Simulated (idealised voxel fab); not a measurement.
The document below concerns the process module designated voxel capacitor over wiring.
Pictured: cross-section cut, 270 nm wide, on a grid of 5 nm square cells.
Throughout this document, each cross-section is represented as a grid of square cells and is presented as a sequence of bands enumerated from the top downward, where a band comprises one or more rows of cells.
What a band's entry tells you: where the top is and where the bottom is, as heights in nm, and after that what lies inside, material by material from left to right, each with its width in nm. Empty space is written as the word "air", and a single material marked with the word "throughout" occupies the band from edge to edge.
Zero point of the height axis is 0; under it, received wafer = one material. Lowest band: continues down indefinitely, "z 0 and below".
Read "30->40" as a graded width: first number on top, second number at the bottom, same change between each pair of neighbouring rows.
You'll sometimes find "changes: none" written for a step, and that's the way of saying that nowhere in the cross-section did a cell change during that step.
Listed in "Enclosed internal cavities": every empty space of 8 or more cells without an open way to the top. Form: width x height at distance, the distance being from the left edge, all in nm.
The remark found on a step's line after its settings is issued by the simulator itself and pertains to that step.
"overlay nm" on a masked step: distance the mask lay right of its planned place, negative for left.
-- Process steps (planned)
| 1 | RECEIVE,material Si |
| 2 | CONFORMAL_DEP,material SiO2,thk nm 15 |
| 3 | CONFORMAL_DEP,material SiCN,thk nm 5 |
| 4 | DIRECTIONAL_DEP,material lowk,thk nm 15 |
| 5 | PATTERN,tone open,mask id METAL_1,material resist,width nm 25,pitch nm 95,thk nm 15,overlay nm 0 |
| 6 | DIRECTIONAL_ETCH,etch materials lowk,depth nm 15 |
| 7 | DIRECTIONAL_ETCH,etch materials SiCN,depth nm 5 |
| 8 | STRIP,etch materials resist |
| 9 | CONFORMAL_DEP,material TiN,thk nm 5 |
| 10 | FILL_DEP,material W,thk nm 10 |
| 11 | CMP,height nm 35 |
| 12 | EPI,material Ru,thk nm 5 |
| 13 | FILL_DEP,material SiCN,thk nm 5 |
| 14 | DIRECTIONAL_DEP,material SiO2,thk nm 15 |
| 15 | MASKED_ETCH,tone open,mask id PLUG_1,width nm 15,etch materials SiO2,depth nm 15,overlay nm 0 |
| 16 | MASKED_ETCH,tone open,mask id PLUG_1,width nm 15,etch materials SiCN,depth nm 5,overlay nm 0 |
| 17 | EPI,material Ru,thk nm 10 |
| 18 | EPI,material Ru,thk nm 10 |
| 19 | DIRECTIONAL_DEP,material TiN,thk nm 5 |
| 20 | DIRECTIONAL_DEP,material SiN,thk nm 5 |
| 21 | DIRECTIONAL_DEP,material TiN,thk nm 10 |
| 22 | MASKED_ETCH,tone cover,mask id UPPER_PLATE,width nm 75,etch materials TiN,depth nm 10,overlay nm 0 |
| 23 | MASKED_ETCH,tone cover,mask id UPPER_PLATE,width nm 75,etch materials SiN,depth nm 5,overlay nm 0 |
| 24 | DIRECTIONAL_DEP,material aC,thk nm 10 |
| 25 | PATTERN,tone cover,mask id LOWER_PLATE,material resist,width nm 85,thk nm 25,overlay nm 0 |
| 26 | DIRECTIONAL_ETCH,etch materials aC,depth nm 10 |
| 27 | STRIP,etch materials resist |
| 28 | DIRECTIONAL_ETCH,etch materials TiN,depth nm 5 |
| 29 | STRIP,etch materials aC |
| 30 | FILL_DEP,material SiO2,thk nm 20 |
| 31 | CMP,height nm 95 |
| 32 | PATTERN,tone open,mask id PLUG_2,material resist,width nm 15,thk nm 20,overlay nm 0 |
| 33 | DIRECTIONAL_ETCH,etch materials SiO2,depth nm 15 |
| 34 | STRIP,etch materials resist |
| 35 | CONFORMAL_DEP,material TiN,thk nm 5 |
| 36 | FILL_DEP,material W,thk nm 10 |
| 37 | CMP,height nm 95 |
| 38 | CONFORMAL_DEP,material SiCN,thk nm 5 |
-- Cross-section: wafer on arrival = after step 1
* z 0 and below | Si throughout
* Enclosed internal cavities: none
-- Here's the wafer cut in cross-section after the module, started and planned just like above, except one thing was done wrong in the run
* z 100 to 95 | SiCN throughout
* z 95 to 85 | 95 SiO2; 5 TiN; 5 W; 5 TiN; 160 SiO2
* z 85 to 80 | 95 SiO2; 15 TiN; 160 SiO2
* z 80 to 75 | SiO2 throughout
* z 75 to 65 | 85 SiO2; 75 TiN; 110 SiO2
* z 65 to 60 | 80 SiO2; 85 TiN; 105 SiO2
* z 60 to 45 | 85 SiO2; 15 Ru; 170 SiO2
* z 45 to 40 | 85 SiCN; 15 Ru; 170 SiCN
* z 40 to 35 | 70 SiCN; 35 Ru; 60 SiCN; 35 Ru; 70 SiCN
* z 35 to 20 | 75 lowk; 5 TiN; 15 W; 5 TiN; 70 lowk; 5 TiN; 15 W; 5 TiN; 75 lowk
* z 20 to 15 | 75 SiCN; 25 TiN; 70 SiCN; 25 TiN; 75 SiCN
* z 15 to 0 | SiO2 throughout
* z 0 and below | Si throughout
* Enclosed internal cavities: none
Run error: step 20 of the plan got skipped, so it never ran
